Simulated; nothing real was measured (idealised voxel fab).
Title: Process Module voxel gate over fins
Square cells of 5 nm make up the cross-section cut, whose width is 170 nm.
Notation: cross-section as square-cell grid; stated in bands, top first, going down; one or more cell rows per band.
Read a band's entry like this: the first values are the height of its top and the height of its bottom in nm, and what follows is the sequence of materials from left to right, each with its width in nm. Note that "air" is empty space, and that a single material marked "throughout" reaches across the band from edge to edge.
The level at which height equals 0 is the one under which the wafer, as it arrives, is entirely one material. No lower edge exists for the bottom band, which continues downward and is notated as in "0 down".
Think of "30 to 40" as a width that walks from the first number to the second as you go down the band, top row to bottom row, taking equal-sized steps from row to row.
What does "left unchanged" mean for a step? It means no cell of the cross-section changed in that step.
"Enclosed void catalog" - sealed voids, min. 8 cells, no opening to top; format: width x height at distance (distance from left edge; nm throughout).
Step line, after settings: the simulator's comment on this step.
"overlay nm" denotes, for a step that has a mask, the displacement of the mask to the right of its planned place, with negative values corresponding to the left.
### Steps in the process plan
step 1: RECEIVE [material Si]
step 2: CONFORMAL_DEP [material SiN] [thk nm 10]
step 3: DIRECTIONAL_DEP [material aC] [thk nm 15]
step 4: PATTERN [tone cover] [mask id FINS] [material resist] [width nm 15] [pitch nm 45] [thk nm 30] [overlay nm 0]
step 5: DIRECTIONAL_ETCH [etch materials aC] [depth nm 15]
step 6: STRIP [etch materials resist]
step 7: DIRECTIONAL_ETCH [etch materials SiN] [depth nm 10]
step 8: DIRECTIONAL_ETCH [etch materials Si] [depth nm 40]
step 9: STRIP [etch materials aC]
step 10: FILL_DEP [material SiO2] [thk nm 10]
step 11: CMP [height nm 10]
step 12: SELECTIVE_ETCH [etch materials SiO2] [depth nm 25]
step 13: STRIP [etch materials SiN]
step 14: CONFORMAL_DEP [material HfO2] [thk nm 5]
step 15: CONFORMAL_DEP [material TiN] [thk nm 5]
step 16: CONFORMAL_DEP [material TiAl] [thk nm 5]
step 17: CONFORMAL_DEP [material TiN] [thk nm 5]
step 18: FILL_DEP [material W] [thk nm 15]
step 19: CMP [height nm 30]
step 20: CONFORMAL_DEP [material SiCN] [thk nm 10]
### Shown in cross-section is the wafer as received, that is, as it stands after step 1
0 down = Si throughout
Enclosed void catalog: none
### End-of-module cross-section of the first of two wafers, processed as planned
40 to 30 = SiCN throughout
30 to 20 = W throughout
20 to 15 = W (35); TiN (100); W (35)
15 to 10 = W (35); TiN (5); TiAl (90); TiN (5); W (35)
10 to 5 = W (35); TiN (5); TiAl (5); TiN (35); TiAl (10); TiN (35); TiAl (5); TiN (5); W (35)
5 to 0 = TiN (40); TiAl (5); TiN (5); HfO2 (25); TiN (5); TiAl (10); TiN (5); HfO2 (25); TiN (5); TiAl (5); TiN (40)
0 to -5 = TiAl (45); TiN (5); HfO2 (5); Si (15); HfO2 (5); TiN (5); TiAl (10); TiN (5); HfO2 (5); Si (15); HfO2 (5); TiN (5); TiAl (45)
-5 to -10 = TiN (50); HfO2 (5); Si (15); HfO2 (5); TiN (20); HfO2 (5); Si (15); HfO2 (5); TiN (50)
-10 to -15 = HfO2 (55); Si (15); HfO2 (30); Si (15); HfO2 (55)
-15 to -40 = SiO2 (55); Si (15); SiO2 (30); Si (15); SiO2 (55)
-40 down = Si throughout
Enclosed void catalog: none
### Wafer two (of two), end-of-module cross-section: start = wafer one, plan = wafer one, one run mistake
40 to 30 = SiCN throughout
30 to 20 = W throughout
20 to 15 = W (25); TiN (100); W (45)
15 to 10 = W (25); TiN (5); TiAl (90); TiN (5); W (45)
10 to 5 = W (25); TiN (5); TiAl (5); TiN (35); TiAl (10); TiN (35); TiAl (5); TiN (5); W (45)
5 to 0 = TiN (30); TiAl (5); TiN (5); HfO2 (25); TiN (5); TiAl (10); TiN (5); HfO2 (25); TiN (5); TiAl (5); TiN (50)
0 to -5 = TiAl (35); TiN (5); HfO2 (5); Si (15); HfO2 (5); TiN (5); TiAl (10); TiN (5); HfO2 (5); Si (15); HfO2 (5); TiN (5); TiAl (55)
-5 to -10 = TiN (40); HfO2 (5); Si (15); HfO2 (5); TiN (20); HfO2 (5); Si (15); HfO2 (5); TiN (60)
-10 to -15 = HfO2 (45); Si (15); HfO2 (30); Si (15); HfO2 (65)
-15 to -40 = SiO2 (45); Si (15); SiO2 (30); Si (15); SiO2 (65)
-40 down = Si throughout
Enclosed void catalog: none
Deviation noted in wafer processing: step 4 went in with a setting other than planned; the actual run was PATTERN [tone cover] [mask id FINS] [material resist] [width nm 15] [pitch nm 45] [thk nm 30] [overlay nm -10]
At the end, the second wafer has the same number of cells of each material as the first, but those cells sit in other places.
